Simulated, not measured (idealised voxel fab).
process module | voxel spacer lines
cross-section cut | 140 nm wide | cells 5 nm
A cross-section is a grid of square cells, given in bands from the top down. A band is one or more rows of cells.
Each band's line starts with the height of the band's top and of its bottom, in nm. Then come its materials from left to right, each with its width in nm. One material with "throughout" fills the band from edge to edge. "air" is empty space.
Height 0 is the level under which the wafer as received is all one material. The lowest band goes on downwards, as in "0 down".
A width such as "30 to 40" changes by the same amount from each row of cells to the next, from the band's top row to its bottom row.
"no change" after a step means that no cell of the cross-section changed.
closed voids: empty space of 8 cells or more with no open way to the top, each as width x height at its distance from the left edge, in nm
after a step's settings: what the simulator itself notes on the step
overlay nm, on a step with a mask: how far to the right of its planned place the mask lay; to the left if negative
plan
1 op RECEIVE | material Si
2 op CONFORMAL_DEP | material SiO2 | thk nm 5
3 op DIRECTIONAL_DEP | material W | thk nm 20
4 op DIRECTIONAL_DEP | material aC | thk nm 30
5 op PATTERN | tone cover | mask id MANDREL | material resist | width nm 25 | pitch nm 80 | thk nm 40 | overlay nm 0
6 op DIRECTIONAL_ETCH | etch materials aC | depth nm 30
7 op STRIP | etch materials resist
8 op CONFORMAL_DEP | material SiN | thk nm 15
9 op DIRECTIONAL_ETCH | etch materials SiN | depth nm 15
10 op STRIP | etch materials aC
11 op DIRECTIONAL_ETCH | etch materials W | depth nm 20
12 op STRIP | etch materials SiN
13 op FILL_DEP | material SiO2 | thk nm 5
14 op CMP | height nm 25
as received, after step 1
  0 down: Si throughout
  closed voids: none
a wafer at the end: this start, this plan, one mistake
  25 to 5: aC throughout
  5 to 0: SiO2 throughout
  0 down: Si throughout
  closed voids: none
what went wrong: steps 3 and 4 were swapped
